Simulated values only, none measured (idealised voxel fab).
Process module heading - voxel capacitor over wiring
It is cross-section cut that appears here, measuring 220 nm in width, its square cells being 5 nm in size.
The cross-sections in this document take the form of a grid made of square cells. They are written out as bands, in order from top to bottom. Each band consists of one or more rows of cells.
Top height, bottom height, nm. Materials left to right, width each, nm. Single material + "full width" = fills band edge to edge. "empty" = empty.
Beneath 0, the wafer as received is one material, and that level is where height counting begins. The lowest band goes on downward without a bottom; it is written like "0 down".
Top row gets the first number, bottom row gets the second, and each row in between changes by the same step: that is how a band width like "30->40" works.
Step marked "no modification"? Then no cell in the cross-section changed in it.
"Entrapped voids" enumerates empty spaces isolated from the top, with no open way to it, that contain at least 8 cells, giving each as width x height at distance from the left edge, all three in nm.
Text after the settings on a step's line: the simulator's own remark on that step.
A step's line can hold "overlay nm"; with a mask on that step, the setting says how far right of the planned place the mask lay, while a negative setting says it lay to the left.

**These are the steps we planned for the process**
step 1: RECEIVE [material Si]
step 2: CONFORMAL_DEP [material SiO2] [thk nm 15]
step 3: DIRECTIONAL_DEP [material TiN] [thk nm 5]
step 4: DIRECTIONAL_DEP [material Ru] [thk nm 15]
step 5: DIRECTIONAL_DEP [material aC] [thk nm 10]
step 6: PATTERN [tone cover] [mask id METAL_1] [material resist] [width nm 25] [pitch nm 85] [thk nm 30] [overlay nm 0]
step 7: DIRECTIONAL_ETCH [etch materials aC] [depth nm 10]
step 8: STRIP [etch materials resist]
step 9: DIRECTIONAL_ETCH [etch materials Ru] [depth nm 15]
step 10: DIRECTIONAL_ETCH [etch materials TiN] [depth nm 5]
step 11: STRIP [etch materials aC]
step 12: CONFORMAL_DEP [material SiN] [thk nm 5]
step 13: FILL_DEP [material SiO2] [thk nm 5]
step 14: CMP [height nm 35]
step 15: CONFORMAL_DEP [material SiCN] [thk nm 5]
step 16: DIRECTIONAL_DEP [material lowk] [thk nm 20]
step 17: PATTERN [tone open] [mask id PLUG_1] [material resist] [width nm 15] [thk nm 15] [overlay nm 0]
step 18: DIRECTIONAL_ETCH [etch materials lowk] [depth nm 10]
step 19: DIRECTIONAL_ETCH [etch materials SiCN] [depth nm 5]
step 20: STRIP [etch materials resist]
step 21: EPI [material Ru] [thk nm 10]
step 22: EPI [material Ru] [thk nm 10]
step 23: EPI [material Ru] [thk nm 5]
step 24: DIRECTIONAL_DEP [material TiN] [thk nm 10]
step 25: DIRECTIONAL_DEP [material Al2O3] [thk nm 5]
step 26: DIRECTIONAL_DEP [material TiN] [thk nm 5]
step 27: MASKED_ETCH [tone cover] [mask id UPPER_PLATE] [width nm 65] [etch materials TiN] [depth nm 5] [overlay nm 0]
step 28: MASKED_ETCH [tone cover] [mask id UPPER_PLATE] [width nm 65] [etch materials Al2O3] [depth nm 5] [overlay nm 0]
step 29: PATTERN [tone cover] [mask id LOWER_PLATE] [material resist] [width nm 75] [thk nm 20] [overlay nm 0]
step 30: DIRECTIONAL_ETCH [etch materials TiN] [depth nm 10]
step 31: STRIP [etch materials resist]
step 32: FILL_DEP [material SiO2] [thk nm 15]
step 33: CMP [height nm 90]
step 34: DIRECTIONAL_DEP [material aC] [thk nm 10]
step 35: PATTERN [tone open] [mask id PLUG_2] [material resist] [width nm 15] [thk nm 30] [overlay nm 0]
step 36: DIRECTIONAL_ETCH [etch materials aC] [depth nm 10]
step 37: STRIP [etch materials resist]
step 38: DIRECTIONAL_ETCH [etch materials SiO2] [depth nm 10]
step 39: STRIP [etch materials aC]
step 40: CONFORMAL_DEP [material TiN] [thk nm 5]
step 41: FILL_DEP [material W] [thk nm 5]
step 42: CMP [height nm 90]
step 43: CONFORMAL_DEP [material SiCN] [thk nm 5]
The wafers are alike at the start. At step 18, their depth nm differs. The plan lists the first wafer's value.

**Cross-section: the first of several wafers in its as-received state, i.e. following step 1**
* 0 down = Si full width
* Entrapped voids: none

**End of module, by wafer: material-by-material cell gain (+) or loss (-) since receipt, then closed voids**
depth nm 10 | +13 Al2O3 | +30 Ru | +88 SiCN | +46 SiN | +430 SiO2 | +58 TiN | +1 W | +170 lowk | Entrapped voids: none
depth nm 15 | +13 Al2O3 | +30 Ru | +88 SiCN | +46 SiN | +433 SiO2 | +58 TiN | +1 W | +167 lowk | Entrapped voids: none
depth nm 20 | +13 Al2O3 | +45 Ru | +85 SiCN | +46 SiN | +424 SiO2 | +58 TiN | +1 W | +164 lowk | Entrapped voids: none
depth nm 25 | +13 Al2O3 | +45 Ru | +85 SiCN | +46 SiN | +424 SiO2 | +58 TiN | +1 W | +164 lowk | Entrapped voids: none
depth nm 30 | +13 Al2O3 | +45 Ru | +85 SiCN | +46 SiN | +424 SiO2 | +58 TiN | +1 W | +164 lowk | Entrapped voids: none
depth nm 35 | +13 Al2O3 | +45 Ru | +85 SiCN | +46 SiN | +424 SiO2 | +58 TiN | +1 W | +164 lowk | Entrapped voids: none
